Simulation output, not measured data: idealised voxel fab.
This is a process module. Its name is voxel ribs on slabs.
Displayed cross-section: cut, width of 270 nm, square cells sized 5 nm.
Bands, listed from the top down, are how a cross-section gets written in this document; the cross-section itself is a grid of square cells, and a band is one or more rows of them.
Band: top height; bottom height; in nm. Then, left to right: material with width in nm, for each material. "edge to edge": a single material spanning edge to edge. "blank": empty space.
Height datum 0, below which the as-received substrate wafer is one material. Lowest band open at the bottom, running downward: "z 0 and below".
So if you see something like "30..40" for the width, read it as the top row of the band sitting at the first number and the bottom row at the second, with every row in between moving by the same amount as the last.
"no alterations made", as given for a step, is the statement that not any cell of the cross-section underwent a change during that step.
"Closed void listing" contains a list of empty spaces, each no smaller than 8 cells and without an open way to the top, written in the form width x height at distance with the distance from the left edge and all three in nm.
Note: text after step settings on the step line = simulator remark on that step.
Regarding "overlay nm": on a step with a mask, it is the distance the mask lay to the right of its planned place; a negative value places it to the left.

## Listed below are the process steps as planned
| 1 | RECEIVE with material Si |
| 2 | DIRECTIONAL_DEP with material SiO2, thk nm 20 |
| 3 | DIRECTIONAL_DEP with material SiN, thk nm 15 |
| 4 | MASKED_ETCH with tone cover, mask id RIB, width nm 15, etch materials SiN, depth nm 5, overlay nm -15 |
| 5 | DIRECTIONAL_DEP with material aC, thk nm 10 |
| 6 | PATTERN with tone cover, mask id SLAB, material resist, width nm 65, thk nm 30, overlay nm 0 |
| 7 | DIRECTIONAL_ETCH with etch materials aC, depth nm 10 |
| 8 | STRIP with etch materials resist |
| 9 | DIRECTIONAL_ETCH with etch materials SiN, depth nm 10 |
| 10 | STRIP with etch materials aC |
| 11 | FILL_DEP with material SiO2, thk nm 20 |
| 12 | CMP with height nm 50 |
| 13 | DIRECTIONAL_DEP with material W, thk nm 5 |
| 14 | PATTERN with tone cover, mask id HEATER, material resist, width nm 25, thk nm 20, overlay nm 0 |
| 15 | DIRECTIONAL_ETCH with etch materials W, depth nm 5 |
| 16 | STRIP with etch materials resist |
| 17 | CONFORMAL_DEP with material SiO2, thk nm 10 |
Heads up: all these wafers start the same, and what changes between them is the overlay nm in step 4. The value you see in the plan is just what the first wafer got.

## Cross-section of the first incoming wafer of several, state after step 1
* z 0 and below  Si edge to edge
* Closed void listing: none

## Below: a row per wafer. Contents at end of module: for every material, cells gained since receipt (+) or lost since receipt (-); then closed voids
overlay nm -15, +29 SiN, +623 SiO2, +5 W, Closed void listing: none
overlay nm -10, +29 SiN, +623 SiO2, +5 W, Closed void listing: none
overlay nm -5, +29 SiN, +623 SiO2, +5 W, Closed void listing: none
overlay nm 0, +29 SiN, +623 SiO2, +5 W, Closed void listing: none
overlay nm 5, +29 SiN, +623 SiO2, +5 W, Closed void listing: none
overlay nm 10, +29 SiN, +623 SiO2, +5 W, Closed void listing: none
overlay nm 15, +29 SiN, +623 SiO2, +5 W, Closed void listing: none
